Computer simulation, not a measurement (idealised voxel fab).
The following is a process module called voxel tone inversion.
cross-section cut | 280 nm wide | cells 5 nm
Square cells in a grid make up a cross-section in this document, and the grid is given as bands, listed from the top down, each one or more rows of cells. Within each band entry, the heights of the top and of the bottom of the band appear first, in that order and in nm; the materials of the band then follow from left to right, each with its corresponding width in nm. The designation "full width" on a single material indicates that it fills the band from edge to edge; the designation "air" indicates empty space. Ref level 0: as-received wafer is one material below here. Bottom band extends down with no lower bound ("z 0 and below"). So if you see something like "30 to 40" for the width, read it as the top row of the band sitting at the first number and the bottom row at the second, with every row in between moving by the same amount as the last. Reading "left unchanged" for a step: not a cell of the cross-section changed in it. "Listed closed voids": empty spaces of 8 cells or more with no open way to the top, each given as width x height at distance, distance from the left edge, all in nm. Step line, after settings: the simulator's comment on this step. When a step includes a mask, the "overlay nm" setting on its line states how far to the right of its planned place that mask lay, and negative values state how far to the left.
**Process steps - plan**
step 1: RECEIVE (material Si)
step 2: CONFORMAL_DEP (material SiCN; thk nm 10)
step 3: DIRECTIONAL_DEP (material aC; thk nm 20)
step 4: PATTERN (tone cover; mask id POSTS; material resist; width nm 15; pitch nm 30; thk nm 30; overlay nm 0)
step 5: DIRECTIONAL_ETCH (etch materials aC; depth nm 20)
step 6: STRIP (etch materials resist)
step 7: FILL_DEP (material SiO2; thk nm 5)
step 8: CMP (height nm 30)
step 9: STRIP (etch materials aC)
Among the wafers covered here, the point of difference is the depth nm at step 5; their starting state is shared, and the plan presents the value of the first wafer.
**Cross-section of the first of several received wafers, showing its state after step 1**
z 0 and below: Si full width
Listed closed voids: none
**Module end state after final step 9: cross-section of the first of several wafers**
z 30 to 10: SiO2: 100  air: 15  SiO2: 15  air: 15  SiO2: 15  air: 15  SiO2: 105
z 10 to 0: SiCN full width
z 0 and below: Si full width
Listed closed voids: none
**Cross-section, last wafer, module completion**
z 30 to 25: SiO2 full width
z 25 to 10: SiO2: 100  aC: 15  SiO2: 15  aC: 15  SiO2: 15  aC: 15  SiO2: 105
z 10 to 0: SiCN full width
z 0 and below: Si full width
Listed closed voids: none
**Note: the following table is arranged by wafer, a row apiece. Each row reports the end-of-module state: per material, cells gained (+) or cells lost (-) compared with the wafer as received; closed voids follow**
depth nm 20; +112 SiCN; +188 SiO2; Listed closed voids: none
depth nm 25; +112 SiCN; +188 SiO2; Listed closed voids: none
depth nm 30; +112 SiCN; +188 SiO2; Listed closed voids: none
depth nm 35; +112 SiCN; +197 SiO2; +27 aC; Listed closed voids: none
